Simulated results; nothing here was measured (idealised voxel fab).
Presented below is a process module, voxel ribs on slabs.
Each square cell in cross-section cut measures 5 nm, and the section as a whole is 155 nm wide.
Cross-sections here: square-cell grids, written as top-down lists of bands, a band being one or more rows of cells.
Heights first: top, then bottom, in nm. Then materials, left to right, each with a width in nm. "edge to edge" on a single material: fills the band edge to edge. "air": empty space.
Convention: height 0 is the level below which the wafer, as received, is all one material. The lowest band does not terminate at the bottom but continues downward, represented as "0 down".
Width "30..40": first value at the band's top row of cells, second value at its bottom row, equal change from row to row.
Where the words "no change" appear for a step, the cross-section shows no cell changed by that step; every cell remained as before.
Empty spaces without an open route to the top, at least 8 cells in extent, make up the entry "Entrapped voids"; each is given as width x height at distance, where the distance is measured from the left edge, and all are in nm.
Whatever follows a step's settings on its line is a remark the simulator itself makes about that step.
"overlay nm" answers the question of how far to the right of plan the mask lay on a step that has a mask, and when it is negative the answer is to the left.
**Steps in the process plan**
1,RECEIVE (material Si)
2,DIRECTIONAL_DEP (material SiO2; thk nm 30)
3,DIRECTIONAL_DEP (material SiN; thk nm 20)
4,MASKED_ETCH (tone cover; mask id RIB; width nm 20; etch materials SiN; depth nm 15; overlay nm 0)
5,MASKED_ETCH (tone cover; mask id SLAB; width nm 50; etch materials SiN; depth nm 5; overlay nm 0)
6,FILL_DEP (material SiO2; thk nm 25)
7,CMP (height nm 65)
8,DIRECTIONAL_DEP (material TiN; thk nm 10)
9,PATTERN (tone cover; mask id HEATER; material resist; width nm 20; thk nm 20; overlay nm 0)
10,DIRECTIONAL_ETCH (etch materials TiN; depth nm 10)
11,STRIP (etch materials resist)
12,CONFORMAL_DEP (material SiO2; thk nm 10)
The wafers in this document start out alike and differ in the width nm applied at step 9; the plan shows the value used for the first wafer.
**Cut through the first of several wafers as received, post step 1**
* 0 down = Si edge to edge
* Entrapped voids: none
**Below: a row per wafer. Contents at end of module: for every material, cells gained since receipt (+) or lost since receipt (-); then closed voids**
width nm 20 | +22 SiN | +451 SiO2 | +8 TiN | Entrapped voids: none
width nm 25 | +22 SiN | +451 SiO2 | +10 TiN | Entrapped voids: none
width nm 30 | +22 SiN | +451 SiO2 | +12 TiN | Entrapped voids: none
width nm 35 | +22 SiN | +451 SiO2 | +14 TiN | Entrapped voids: none
width nm 40 | +22 SiN | +451 SiO2 | +16 TiN | Entrapped voids: none
width nm 45 | +22 SiN | +451 SiO2 | +18 TiN | Entrapped voids: none
